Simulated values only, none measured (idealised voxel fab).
process module | voxel self aligned contacts
cross-section cut | 225 nm wide | cells 5 nm
A cross-section is a grid of square cells, given in bands from the top down. A band is one or more rows of cells.
Each band's line starts with the height of the band's top and of its bottom, in nm. Then come its materials from left to right, each with its width in nm. One material with "throughout" fills the band from edge to edge. "air" is empty space.
Height 0 is the level under which the wafer as received is all one material. The lowest band goes on downwards, as in "0 down".
A width such as "30 to 40" changes by the same amount from each row of cells to the next, from the band's top row to its bottom row.
"no change" after a step means that no cell of the cross-section changed.
closed voids: empty space of 8 cells or more with no open way to the top, each as width x height at its distance from the left edge, in nm
after a step's settings: what the simulator itself notes on the step
overlay nm, on a step with a mask: how far to the right of its planned place the mask lay; to the left if negative
plan
1 op RECEIVE | material Si
2 op OXIDIZE | depth nm 5
3 op DIRECTIONAL_DEP | material polySi | thk nm 30
4 op DIRECTIONAL_DEP | material SiN | thk nm 20
5 op PATTERN | tone cover | mask id GATE | material resist | width nm 35 | pitch nm 65 | thk nm 15 | overlay nm 0
6 op DIRECTIONAL_ETCH | etch materials SiN | depth nm 20
7 op DIRECTIONAL_ETCH | etch materials polySi | depth nm 30
8 op STRIP | etch materials resist
9 op CONFORMAL_DEP | material SiN | thk nm 5
10 op DIRECTIONAL_ETCH | etch materials SiN | depth nm 5
11 op FILL_DEP | material SiO2 | thk nm 15
12 op CMP | height nm 60
13 op DIRECTIONAL_DEP | material aC | thk nm 15
14 op PATTERN | tone open | mask id CONTACT | material resist | width nm 50 | pitch nm 65 | thk nm 30 | overlay nm 0
15 op DIRECTIONAL_ETCH | etch materials aC | depth nm 15
16 op STRIP | etch materials resist
17 op DIRECTIONAL_ETCH | etch materials SiO2 | depth nm 65
18 op STRIP | etch materials aC
19 op CONFORMAL_DEP | material TiN | thk nm 5
20 op FILL_DEP | material W | thk nm 10
21 op CMP | height nm 60
22 op CONFORMAL_DEP | material SiN | thk nm 5
first wafer, as planned
as received, after step 1
  0 down: Si throughout
  closed voids: none
after step 2
  0 to -5: SiO2 throughout
  below -5: unchanged
after step 3
  30 to 0: polySi throughout
  below 0: unchanged
after step 4
  50 to 30: SiN throughout
  below 30: unchanged
after step 5
  65 to 50: air 30 | resist 35 | air 30 | resist 35 | air 30 | resist 35 | air 30
  below 50: unchanged
after step 6
  65 to 50: air 30 | resist 35 | air 30 | resist 35 | air 30 | resist 35 | air 30
  50 to 30: air 30 | SiN 35 | air 30 | SiN 35 | air 30 | SiN 35 | air 30
  below 30: unchanged
after step 7
  65 to 50: air 30 | resist 35 | air 30 | resist 35 | air 30 | resist 35 | air 30
  50 to 30: air 30 | SiN 35 | air 30 | SiN 35 | air 30 | SiN 35 | air 30
  30 to 0: air 30 | polySi 35 | air 30 | polySi 35 | air 30 | polySi 35 | air 30
  below 0: unchanged
after step 8
  50 to 30: air 30 | SiN 35 | air 30 | SiN 35 | air 30 | SiN 35 | air 30
  below 30: unchanged
after step 9
  55 to 30: air 25 | SiN 45 | air 20 | SiN 45 | air 20 | SiN 45 | air 25
  30 to 5: air 25 | SiN 5 | polySi 35 | SiN 5 | air 20 | SiN 5 | polySi 35 | SiN 5 | air 20 | SiN 5 | polySi 35 | SiN 5 | air 25
  5 to 0: SiN 30 | polySi 35 | SiN 30 | polySi 35 | SiN 30 | polySi 35 | SiN 30
  below 0: unchanged
after step 10
  50 to 30: air 25 | SiN 45 | air 20 | SiN 45 | air 20 | SiN 45 | air 25
  30 to 0: air 25 | SiN 5 | polySi 35 | SiN 5 | air 20 | SiN 5 | polySi 35 | SiN 5 | air 20 | SiN 5 | polySi 35 | SiN 5 | air 25
  below 0: unchanged
after step 11
  65 to 50: SiO2 throughout
  50 to 30: SiO2 25 | SiN 45 | SiO2 20 | SiN 45 | SiO2 20 | SiN 45 | SiO2 25
  30 to 0: SiO2 25 | SiN 5 | polySi 35 | SiN 5 | SiO2 20 | SiN 5 | polySi 35 | SiN 5 | SiO2 20 | SiN 5 | polySi 35 | SiN 5 | SiO2 25
  below 0: unchanged
after step 12
  60 to 50: SiO2 throughout
  below 50: unchanged
after step 13
  75 to 60: aC throughout
  below 60: unchanged
after step 14
  105 to 75: resist 55 | air 50 | resist 15 | air 50 | resist 55
  below 75: unchanged
after step 15
  90 to 75: resist 55 | air 50 | resist 15 | air 50 | resist 55
  75 to 60: aC 55 | air 50 | aC 15 | air 50 | aC 55
  below 60: unchanged
after step 16
  75 to 60: aC 55 | air 50 | aC 15 | air 50 | aC 55
  below 60: unchanged
after step 17
  75 to 60: aC 55 | air 50 | aC 15 | air 50 | aC 55
  60 to 50: SiO2 55 | air 50 | SiO2 15 | air 50 | SiO2 55
  50 to 30: SiO2 25 | SiN 45 | air 20 | SiN 45 | air 20 | SiN 45 | SiO2 25
  30 to 0: SiO2 25 | SiN 5 | polySi 35 | SiN 5 | air 20 | SiN 5 | polySi 35 | SiN 5 | air 20 | SiN 5 | polySi 35 | SiN 5 | SiO2 25
  0 to -5: SiO2 70 | air 20 | SiO2 45 | air 20 | SiO2 70
  below -5: unchanged
after step 18
  60 to 50: SiO2 55 | air 50 | SiO2 15 | air 50 | SiO2 55
  below 50: unchanged
after step 19
  65 to 60: TiN 60 | air 40 | TiN 25 | air 40 | TiN 60
  60 to 50: SiO2 55 | TiN 5 to 20 | air 40 to 10 | TiN 5 to 20 | SiO2 15 | TiN 5 to 20 | air 40 to 10 | TiN 5 to 20 | SiO2 55
  50 to 30: SiO2 25 | SiN 45 | TiN 5 | air 10 | TiN 5 | SiN 45 | TiN 5 | air 10 | TiN 5 | SiN 45 | SiO2 25
  30 to 0: SiO2 25 | SiN 5 | polySi 35 | SiN 5 | TiN 5 | air 10 | TiN 5 | SiN 5 | polySi 35 | SiN 5 | TiN 5 | air 10 | TiN 5 | SiN 5 | polySi 35 | SiN 5 | SiO2 25
  0 to -5: SiO2 70 | TiN 20 | SiO2 45 | TiN 20 | SiO2 70
  below -5: unchanged
after step 20
  75 to 65: W throughout
  65 to 60: TiN 60 | W 40 | TiN 25 | W 40 | TiN 60
  60 to 50: SiO2 55 | TiN 5 to 20 | W 40 to 10 | TiN 5 to 20 | SiO2 15 | TiN 5 to 20 | W 40 to 10 | TiN 5 to 20 | SiO2 55
  50 to 30: SiO2 25 | SiN 45 | TiN 5 | W 10 | TiN 5 | SiN 45 | TiN 5 | W 10 | TiN 5 | SiN 45 | SiO2 25
  30 to 0: SiO2 25 | SiN 5 | polySi 35 | SiN 5 | TiN 5 | W 10 | TiN 5 | SiN 5 | polySi 35 | SiN 5 | TiN 5 | W 10 | TiN 5 | SiN 5 | polySi 35 | SiN 5 | SiO2 25
  below 0: unchanged
after step 21
  60 to 50: SiO2 55 | TiN 5 to 20 | W 40 to 10 | TiN 5 to 20 | SiO2 15 | TiN 5 to 20 | W 40 to 10 | TiN 5 to 20 | SiO2 55
  below 50: unchanged
after step 22
  65 to 60: SiN throughout
  below 60: unchanged
second wafer: like start, like plan, one mistake. Through step 1 it matches the first wafer
when step 2 should have ended
  30 to 0: polySi throughout
  below 0: unchanged
when step 3 should have ended
  30 to 25: SiO2 throughout
  below 25: unchanged
when step 4 should have ended
  50 to 30: SiN throughout
  below 30: unchanged
when step 5 should have ended
  65 to 50: air 30 | resist 35 | air 30 | resist 35 | air 30 | resist 35 | air 30
  below 50: unchanged
when step 6 should have ended
  65 to 50: air 30 | resist 35 | air 30 | resist 35 | air 30 | resist 35 | air 30
  50 to 30: air 30 | SiN 35 | air 30 | SiN 35 | air 30 | SiN 35 | air 30
  below 30: unchanged
when step 7 should have ended: no change
when step 8 should have ended
  50 to 30: air 30 | SiN 35 | air 30 | SiN 35 | air 30 | SiN 35 | air 30
  below 30: unchanged
when step 9 should have ended
  55 to 35: air 25 | SiN 45 | air 20 | SiN 45 | air 20 | SiN 45 | air 25
  35 to 30: SiN throughout
  below 30: unchanged
when step 10 should have ended
  50 to 30: air 25 | SiN 45 | air 20 | SiN 45 | air 20 | SiN 45 | air 25
  below 30: unchanged
when step 11 should have ended
  65 to 50: SiO2 throughout
  50 to 30: SiO2 25 | SiN 45 | SiO2 20 | SiN 45 | SiO2 20 | SiN 45 | SiO2 25
  below 30: unchanged
when step 12 should have ended
  60 to 50: SiO2 throughout
  below 50: unchanged
when step 13 should have ended
  75 to 60: aC throughout
  below 60: unchanged
when step 14 should have ended
  105 to 75: resist 55 | air 50 | resist 15 | air 50 | resist 55
  below 75: unchanged
when step 15 should have ended
  90 to 75: resist 55 | air 50 | resist 15 | air 50 | resist 55
  75 to 60: aC 55 | air 50 | aC 15 | air 50 | aC 55
  below 60: unchanged
when step 16 should have ended
  75 to 60: aC 55 | air 50 | aC 15 | air 50 | aC 55
  below 60: unchanged
when step 17 should have ended
  75 to 60: aC 55 | air 50 | aC 15 | air 50 | aC 55
  60 to 50: SiO2 55 | air 50 | SiO2 15 | air 50 | SiO2 55
  50 to 30: SiO2 25 | SiN 45 | air 20 | SiN 45 | air 20 | SiN 45 | SiO2 25
  30 to 25: SiO2 70 | air 20 | SiO2 45 | air 20 | SiO2 70
  below 25: unchanged
when step 18 should have ended
  60 to 50: SiO2 55 | air 50 | SiO2 15 | air 50 | SiO2 55
  below 50: unchanged
when step 19 should have ended
  65 to 60: TiN 60 | air 40 | TiN 25 | air 40 | TiN 60
  60 to 50: SiO2 55 | TiN 5 to 20 | air 40 to 10 | TiN 5 to 20 | SiO2 15 | TiN 5 to 20 | air 40 to 10 | TiN 5 to 20 | SiO2 55
  50 to 30: SiO2 25 | SiN 45 | TiN 5 | air 10 | TiN 5 | SiN 45 | TiN 5 | air 10 | TiN 5 | SiN 45 | SiO2 25
  30 to 25: SiO2 70 | TiN 20 | SiO2 45 | TiN 20 | SiO2 70
  below 25: unchanged
when step 20 should have ended
  75 to 65: W throughout
  65 to 60: TiN 60 | W 40 | TiN 25 | W 40 | TiN 60
  60 to 50: SiO2 55 | TiN 5 to 20 | W 40 to 10 | TiN 5 to 20 | SiO2 15 | TiN 5 to 20 | W 40 to 10 | TiN 5 to 20 | SiO2 55
  50 to 30: SiO2 25 | SiN 45 | TiN 5 | W 10 | TiN 5 | SiN 45 | TiN 5 | W 10 | TiN 5 | SiN 45 | SiO2 25
  below 30: unchanged
when step 21 should have ended
  60 to 50: SiO2 55 | TiN 5 to 20 | W 40 to 10 | TiN 5 to 20 | SiO2 15 | TiN 5 to 20 | W 40 to 10 | TiN 5 to 20 | SiO2 55
  below 50: unchanged
when step 22 should have ended
  65 to 60: SiN throughout
  below 60: unchanged
what went wrong: steps 2 and 3 were swapped
at the end the second wafer has, in cells: 45 more of Si | 36 fewer of SiN | 60 fewer of SiO2 | 24 fewer of TiN | 24 fewer of W | 99 more of polySi
